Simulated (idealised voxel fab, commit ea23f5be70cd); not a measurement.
process module | voxel air gaps
cross-section cut | 155 nm wide | cells 5 nm
A cross-section is a grid of square cells, given in bands from the top down. A band is one or more rows of cells.
Each band's line starts with the height of the band's top and of its bottom, in nm. Then come its materials from left to right, each with its width in nm. One material with "throughout" fills the band from edge to edge. "air" is empty space.
Height 0 is the level under which the wafer as received is all one material. The lowest band goes on downwards, as in "0 down".
A width such as "30 to 40" changes by the same amount from each row of cells to the next, from the band's top row to its bottom row.
"no change" after a step means that no cell of the cross-section changed.
closed voids: empty space of 8 cells or more with no open way to the top, each as width x height at its distance from the left edge, in nm
after a step's settings: what the simulator itself notes on the step
overlay nm, on a step with a mask: how far to the right of its planned place the mask lay; to the left if negative
plan
1 op RECEIVE | material Si
2 op CONFORMAL_DEP | material SiO2 | thk nm 10
3 op CONFORMAL_DEP | material SiN | thk nm 5
4 op DIRECTIONAL_DEP | material SiO2 | thk nm 30
5 op DIRECTIONAL_DEP | material aC | thk nm 10
6 op PATTERN | tone open | mask id LINES | material resist | width nm 20 | pitch nm 45 | thk nm 30 | overlay nm -5
7 op DIRECTIONAL_ETCH | etch materials aC | depth nm 10
8 op STRIP | etch materials resist
9 op DIRECTIONAL_ETCH | etch materials SiO2 | depth nm 30
10 op STRIP | etch materials aC
11 op CONFORMAL_DEP | material TiN | thk nm 5
12 op FILL_DEP | material Ru | thk nm 5
13 op CMP | height nm 45
14 op EPI | material Ru | thk nm 10
15 op SELECTIVE_ETCH | etch materials SiO2 | depth nm 40
16 op CONFORMAL_DEP | material SiCN | thk nm 5
varied across the wafers: overlay nm of step 6. The plan shows the first wafer's value. All wafers start alike
first wafer as received, after step 1
  0 down: Si throughout
  closed voids: none
each wafer at the end: cells of each material gained (+) or lost (-) since it was received, then its closed voids
overlay nm -5 | +78 Ru | +95 SiCN | +31 SiN | +62 SiO2 | +42 TiN | closed voids: 10 x 20 at 0; 15 x 20 at 40; 15 x 20 at 85
overlay nm 0 | +78 Ru | +95 SiCN | +31 SiN | +62 SiO2 | +42 TiN | closed voids: 15 x 20 at 45; 15 x 20 at 90
overlay nm 5 | +78 Ru | +95 SiCN | +31 SiN | +62 SiO2 | +42 TiN | closed voids: 15 x 20 at 50; 15 x 20 at 95
overlay nm 10 | +78 Ru | +95 SiCN | +31 SiN | +62 SiO2 | +42 TiN | closed voids: 15 x 20 at 55; 15 x 20 at 100; 10 x 20 at 145
